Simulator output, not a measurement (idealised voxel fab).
You're looking at the process module voxel quadruple lines.
The cross-section on display is named cut; it measures 270 nm wide, and its cells are 5 nm squares.
Cross-section spec: square-cell grid; bands listed top down; each band is one or more rows. For a band, the entry starts with two heights in nm, that of the top and then that of the bottom, and carries on with the band's materials in order from left to right, each alongside its width in nm; the word "all across" beside a single material means it fills the band edge to edge, and "empty" means empty space. Heights from 0 (as-received wafer is one material below). Bottom band endless downward, as "0 nm and below". Note: "30 to 40" means the width goes from the first number (top row of the band) to the second number (bottom row) in equal steps per row of cells. Step note "remains unaltered" = no cross-section cell changed. "Voids, enclosed" enumerates empty spaces isolated from the top, with no open way to it, that contain at least 8 cells, giving each as width x height at distance from the left edge, all three in nm. Whatever follows a step's settings on its line is a remark the simulator itself makes about that step. overlay nm, on a step with a mask: how far to the right of its planned place the mask lay; to the left if negative.

# These are the steps we planned for the process
- 1: RECEIVE | material Si
- 2: CONFORMAL_DEP | material Al2O3 | thk nm 10
- 3: DIRECTIONAL_DEP | material TiN | thk nm 10
- 4: DIRECTIONAL_DEP | material polySi | thk nm 15
- 5: DIRECTIONAL_DEP | material aC | thk nm 25
- 6: PATTERN | tone cover | mask id MANDREL | material resist | width nm 20 | pitch nm 60 | thk nm 30 | overlay nm 0
- 7: DIRECTIONAL_ETCH | etch materials aC | depth nm 25
- 8: STRIP | etch materials resist
- 9: CONFORMAL_DEP | material SiO2 | thk nm 10
- 10: DIRECTIONAL_ETCH | etch materials SiO2 | depth nm 10
- 11: STRIP | etch materials aC
- 12: DIRECTIONAL_ETCH | etch materials polySi | depth nm 15
- 13: STRIP | etch materials SiO2
- 14: CONFORMAL_DEP | material SiCN | thk nm 5
- 15: DIRECTIONAL_ETCH | etch materials SiCN | depth nm 5
- 16: STRIP | etch materials polySi
- 17: DIRECTIONAL_ETCH | etch materials TiN | depth nm 10
- 18: STRIP | etch materials SiCN

# Cross-section: wafer on arrival = after step 1
0 nm and below | Si all across
Voids, enclosed: none

# The first of the two wafers as seen in cross-section once the module was finished; processing followed the plan
20 nm to 10 nm | empty (80) | TiN (5) | empty (10) | TiN (5) | empty (10) | TiN (5) | empty (10) | TiN (5) | empty (10) | TiN (5) | empty (10) | TiN (5) | empty (10) | TiN (5) | empty (10) | TiN (5) | empty (80)
10 nm to 0 nm | Al2O3 all across
0 nm and below | Si all across
Voids, enclosed: none

# The second wafer, shown in cross-section after the module: started the same way as the first and given the same plan, yet one mistake crept into how it was run
35 nm to 30 nm | empty (85) | polySi (10) | empty (20) | polySi (10) | empty (20) | polySi (10) | empty (20) | polySi (10) | empty (85)
30 nm to 20 nm | empty (80) | TiN (5) | polySi (10) | TiN (5) | empty (10) | TiN (5) | polySi (10) | TiN (5) | empty (10) | TiN (5) | polySi (10) | TiN (5) | empty (10) | TiN (5) | polySi (10) | TiN (5) | empty (80)
20 nm to 15 nm | empty (80) | TiN (20) | empty (10) | TiN (20) | empty (10) | TiN (20) | empty (10) | TiN (20) | empty (80)
15 nm to 10 nm | TiN all across
10 nm to 0 nm | Al2O3 all across
0 nm and below | Si all across
Voids, enclosed: none
Run error: so step 14 ended up running with a different setting than we planned, it ran as CONFORMAL_DEP | material TiN | thk nm 5
At the finish, the second wafer shows more or fewer cells for some materials than the first does: +70 TiN | +24 polySi
